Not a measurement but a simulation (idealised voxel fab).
You're looking at the process module voxel capacitor over wiring.
Displayed cross-section: cut, width of 170 nm, square cells sized 5 nm.
If you're reading a cross-section in this doc, picture square cells in a grid; it comes to you as bands, top ones listed first down to the bottom, and a band can be one or more rows of cells. Band entry format. Leading values: height of top, height of bottom, nm. Remainder: materials in left-to-right order, each with its width in nm. Special words: "throughout" on a single material, which then fills the band edge to edge; "blank", empty space. Height datum 0, below which the as-received substrate wafer is one material. Lowest band open at the bottom, running downward: "from 0 down". The two numbers in a width such as "30->40" mark its ends across the band: the first belongs to the top row of cells, the second to the bottom row, and from each row to the next the width moves by the same amount. Take "stayed the same" at face value: in the step it is given for, the cross-section changed in none of its cells. Closed empty spaces (no open way to the top) of 8 cells or more are what "Closed empty spaces" lists, each as width x height at distance from the left edge, nm for all three. Post-settings text on a step line: simulator's own remark regarding the step. A step's line can hold "overlay nm"; with a mask on that step, the setting says how far right of the planned place the mask lay, while a negative setting says it lay to the left.

### The steps planned for the process are as follows
1. RECEIVE | material Si
2. CONFORMAL_DEP | material SiO2 | thk nm 10
3. DIRECTIONAL_DEP | material TiN | thk nm 5
4. DIRECTIONAL_DEP | material Ru | thk nm 15
5. MASKED_ETCH | tone cover | mask id METAL_1 | width nm 25 | pitch nm 80 | etch materials Ru | depth nm 15 | overlay nm 0
6. MASKED_ETCH | tone cover | mask id METAL_1 | width nm 25 | pitch nm 80 | etch materials TiN | depth nm 5 | overlay nm 0
7. CONFORMAL_DEP | material SiCN | thk nm 5
8. FILL_DEP | material lowk | thk nm 10
9. CMP | height nm 30
10. CONFORMAL_DEP | material SiCN | thk nm 5
11. DIRECTIONAL_DEP | material lowk | thk nm 15
12. PATTERN | tone open | mask id PLUG_1 | material resist | width nm 15 | thk nm 15 | overlay nm 0
13. DIRECTIONAL_ETCH | etch materials lowk | depth nm 15
14. DIRECTIONAL_ETCH | etch materials SiCN | depth nm 5
15. STRIP | etch materials resist
16. CONFORMAL_DEP | material TiN | thk nm 5
17. FILL_DEP | material Ru | thk nm 5
18. CMP | height nm 50
19. DIRECTIONAL_DEP | material TiN | thk nm 10
20. DIRECTIONAL_DEP | material SiN | thk nm 5
21. DIRECTIONAL_DEP | material TiN | thk nm 10
22. PATTERN | tone cover | mask id UPPER_PLATE | material resist | width nm 60 | thk nm 15 | overlay nm 0
23. DIRECTIONAL_ETCH | etch materials TiN | depth nm 10
24. DIRECTIONAL_ETCH | etch materials SiN | depth nm 5
25. STRIP | etch materials resist
26. DIRECTIONAL_DEP | material aC | thk nm 10
27. PATTERN | tone cover | mask id LOWER_PLATE | material resist | width nm 70 | thk nm 25 | overlay nm 0
28. DIRECTIONAL_ETCH | etch materials aC | depth nm 10
29. STRIP | etch materials resist
30. DIRECTIONAL_ETCH | etch materials TiN | depth nm 10
31. STRIP | etch materials aC
32. FILL_DEP | material SiO2 | thk nm 15
33. CMP | height nm 85
34. DIRECTIONAL_DEP | material aC | thk nm 15
35. PATTERN | tone open | mask id PLUG_2 | material resist | width nm 15 | thk nm 30 | overlay nm 0
36. DIRECTIONAL_ETCH | etch materials aC | depth nm 15
37. STRIP | etch materials resist
38. DIRECTIONAL_ETCH | etch materials SiO2 | depth nm 10
39. STRIP | etch materials aC
40. CONFORMAL_DEP | material TiN | thk nm 5
41. FILL_DEP | material Ru | thk nm 10
42. CMP | height nm 85
43. CONFORMAL_DEP | material SiCN | thk nm 5

### Shown in cross-section is the wafer as received, that is, as it stands after step 1
* from 0 down  Si throughout
* Closed empty spaces: none

### As-planned run: cross-section of the first of two wafers at end of module
* from 90 to 85  SiCN throughout
* from 85 to 80  50 of SiO2; 5 of TiN; 5 of Ru; 5 of TiN; 105 of SiO2
* from 80 to 75  50 of SiO2; 15 of TiN; 105 of SiO2
* from 75 to 65  40 of SiO2; 60 of TiN; 70 of SiO2
* from 65 to 60  40 of SiO2; 60 of SiN; 70 of SiO2
* from 60 to 50  35 of SiO2; 70 of TiN; 65 of SiO2
* from 50 to 35  40 of lowk; 5 of TiN; 5 of Ru; 5 of TiN; 115 of lowk
* from 35 to 30  40 of SiCN; 15 of TiN; 115 of SiCN
* from 30 to 15  25 of lowk; 5 of SiCN; 25 of Ru; 5 of SiCN; 45 of lowk; 5 of SiCN; 25 of Ru; 5 of SiCN; 30 of lowk
* from 15 to 10  30 of SiCN; 25 of TiN; 55 of SiCN; 25 of TiN; 35 of SiCN
* from 10 to 0  SiO2 throughout
* from 0 down  Si throughout
* Closed empty spaces: none

### Second of two wafers, module complete, sectioned: it shares the first wafer's start and plan but was run with one mistake
* from 90 to 85  SiCN throughout
* from 85 to 80  50 of SiO2; 5 of TiN; 5 of Ru; 5 of TiN; 105 of SiO2
* from 80 to 75  50 of SiO2; 15 of TiN; 105 of SiO2
* from 75 to 70  40 of SiO2; 60 of SiN; 70 of SiO2
* from 70 to 60  35 of SiO2; 70 of TiN; 65 of SiO2
* from 60 to 50  TiN throughout
* from 50 to 35  40 of lowk; 5 of TiN; 5 of Ru; 5 of TiN; 115 of lowk
* from 35 to 30  40 of SiCN; 15 of TiN; 115 of SiCN
* from 30 to 15  25 of lowk; 5 of SiCN; 25 of Ru; 5 of SiCN; 45 of lowk; 5 of SiCN; 25 of Ru; 5 of SiCN; 30 of lowk
* from 15 to 10  30 of SiCN; 25 of TiN; 55 of SiCN; 25 of TiN; 35 of SiCN
* from 10 to 0  SiO2 throughout
* from 0 down  Si throughout
* Closed empty spaces: none
Processing error: deviation from plan: step 21 and step 20 executed in one another's positions
Wrapping up, a cell-based count of both wafers puts the second over or under the first for these materials: SiO2 -44, TiN +44
